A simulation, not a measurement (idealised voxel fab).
The following is a process module called voxel fin reveal.
The width of the displayed cross-section, cut, is 150 nm; its cells are square, with a size of 5 nm.
Just so we're on the same page, the cross-sections are grids of square cells, and they're listed out in bands top to bottom, each band one or more rows deep. A band entry consists of two parts. The first gives the height of the band's top and the height of its bottom, in nm. The rest lists the band's materials from left to right, each with its width in nm. A single material labelled with the word "everywhere" fills the band from edge to edge, and the word "empty" marks empty space. Basically, 0 is our baseline, since under it the wafer straight out of the box is all one material. The bottom band has no lower end and keeps on going down, so it looks like "0..down". The notation "30 to 40" denotes a width that varies across the rows of cells in the band, beginning at the first number in the top row, finishing at the second number in the bottom row, and changing by an identical amount from each row to the next. Step marked "nothing changed"? Then no cell in the cross-section changed in it. Empty spaces without an open route to the top, at least 8 cells in extent, make up the entry "Sealed void inventory"; each is given as width x height at distance, where the distance is measured from the left edge, and all are in nm. Post-settings text on a step line: simulator's own remark regarding the step. A step line may carry the setting "overlay nm", which, for steps involving a mask, states the distance by which the mask lay to the right of its intended position; negative values denote displacement to the left.
List of planned process steps
| 1 | RECEIVE,material Si |
| 2 | CONFORMAL_DEP,material SiN,thk nm 10 |
| 3 | MASKED_ETCH,tone cover,mask id FINS,width nm 15,pitch nm 45,etch materials SiN,depth nm 10,overlay nm 0 |
| 4 | MASKED_ETCH,tone cover,mask id FINS,width nm 15,pitch nm 45,etch materials Si,depth nm 30,overlay nm 0 |
| 5 | OXIDIZE,depth nm 5 |
| 6 | FILL_DEP,material SiO2,thk nm 5 |
| 7 | CMP,height nm 10 |
| 8 | SELECTIVE_ETCH,etch materials SiO2,depth nm 30 |
| 9 | STRIP,etch materials SiN |
Cross-section, incoming material, after step 1
- 0..down = Si everywhere
- Sealed void inventory: none
First wafer at the end, as planned
- 0..-20 = empty (50) | Si (5) | empty (40) | Si (5) | empty (50)
- -20..-35 = SiO2 (50) | Si (5) | SiO2 (40) | Si (5) | SiO2 (50)
- -35..down = Si everywhere
- Sealed void inventory: none
Wafer two, sectioned after the module: the first wafer's start, the first wafer's plan, and one mistake in how it was run
- 0..-5 = empty (50) | Si (5) | empty (40) | Si (5) | empty (50)
- -5..-20 = empty (45) | Si (15) | empty (30) | Si (15) | empty (45)
- -20..-35 = SiO2 (45) | Si (15) | SiO2 (30) | Si (15) | SiO2 (45)
- -35..down = Si everywhere
- Sealed void inventory: none
Deviation noted in wafer processing: not per plan at step 4, really ran MASKED_ETCH,tone cover,mask id FINS,width nm 25,pitch nm 45,etch materials Si,depth nm 30,overlay nm 0
The final cell counts differ between the wafers, with the second having more or fewer of some materials than the first: +24 Si, -12 SiO2
